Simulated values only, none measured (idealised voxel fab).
The following process module bears the name voxel spacer lines.
Cross-section cut: width 250 nm, square cells of 5 nm.
Each cross-section below is a grid of square cells, stated as bands in top-down order, with one or more rows of cells making up each band. First you get the band's top height and its bottom height, in nm, and then the materials it's made of, left to right, with each width in nm. If you see a single material with "edge to edge", that one covers the band edge to edge. "blank" is empty space. Height datum 0, below which the as-received substrate wafer is one material. Lowest band open at the bottom, running downward: "0 nm and below". Note: "30..40" means the width goes from the first number (top row of the band) to the second number (bottom row) in equal steps per row of cells. Basically "left unchanged" means that step didn't change any cell in the cross-section. Closed empty spaces (no open way to the top) of 8 cells or more are what "Sealed void inventory" lists, each as width x height at distance from the left edge, nm for all three. That trailing text on a step's line, after the settings, is the simulator's own remark on the step. overlay nm, on a step with a mask: how far to the right of its planned place the mask lay; to the left if negative.
-- The process steps that were planned are listed below
| 1 | RECEIVE | material Si |
| 2 | CONFORMAL_DEP | material Al2O3 | thk nm 5 |
| 3 | DIRECTIONAL_DEP | material SiN | thk nm 10 |
| 4 | DIRECTIONAL_DEP | material aC | thk nm 20 |
| 5 | PATTERN | tone cover | mask id MANDREL | material resist | width nm 15 | pitch nm 50 | thk nm 30 | overlay nm 0 |
| 6 | DIRECTIONAL_ETCH | etch materials aC | depth nm 20 |
| 7 | STRIP | etch materials resist |
| 8 | CONFORMAL_DEP | material SiO2 | thk nm 10 |
| 9 | DIRECTIONAL_ETCH | etch materials SiO2 | depth nm 10 |
| 10 | STRIP | etch materials aC |
| 11 | DIRECTIONAL_ETCH | etch materials SiN | depth nm 5 |
| 12 | STRIP | etch materials SiO2 |
| 13 | FILL_DEP | material SiO2 | thk nm 10 |
| 14 | CMP | height nm 15 |
Same starting wafers, different depth nm at step 11. Plan value belongs to the first wafer.
-- first wafer as received, after step 1
  0 nm and below | Si edge to edge
  Sealed void inventory: none
-- Note: the following table is arranged by wafer, a row apiece. Each row reports the end-of-module state: per material, cells gained (+) or cells lost (-) compared with the wafer as received; closed voids follow
depth nm 5 | +50 Al2O3 | +62 SiN | +38 SiO2 | Sealed void inventory: none
depth nm 10 | +50 Al2O3 | +24 SiN | +76 SiO2 | Sealed void inventory: none
depth nm 15 | +50 Al2O3 | +24 SiN | +76 SiO2 | Sealed void inventory: none
depth nm 20 | +50 Al2O3 | +24 SiN | +76 SiO2 | Sealed void inventory: none
depth nm 25 | +50 Al2O3 | +24 SiN | +76 SiO2 | Sealed void inventory: none
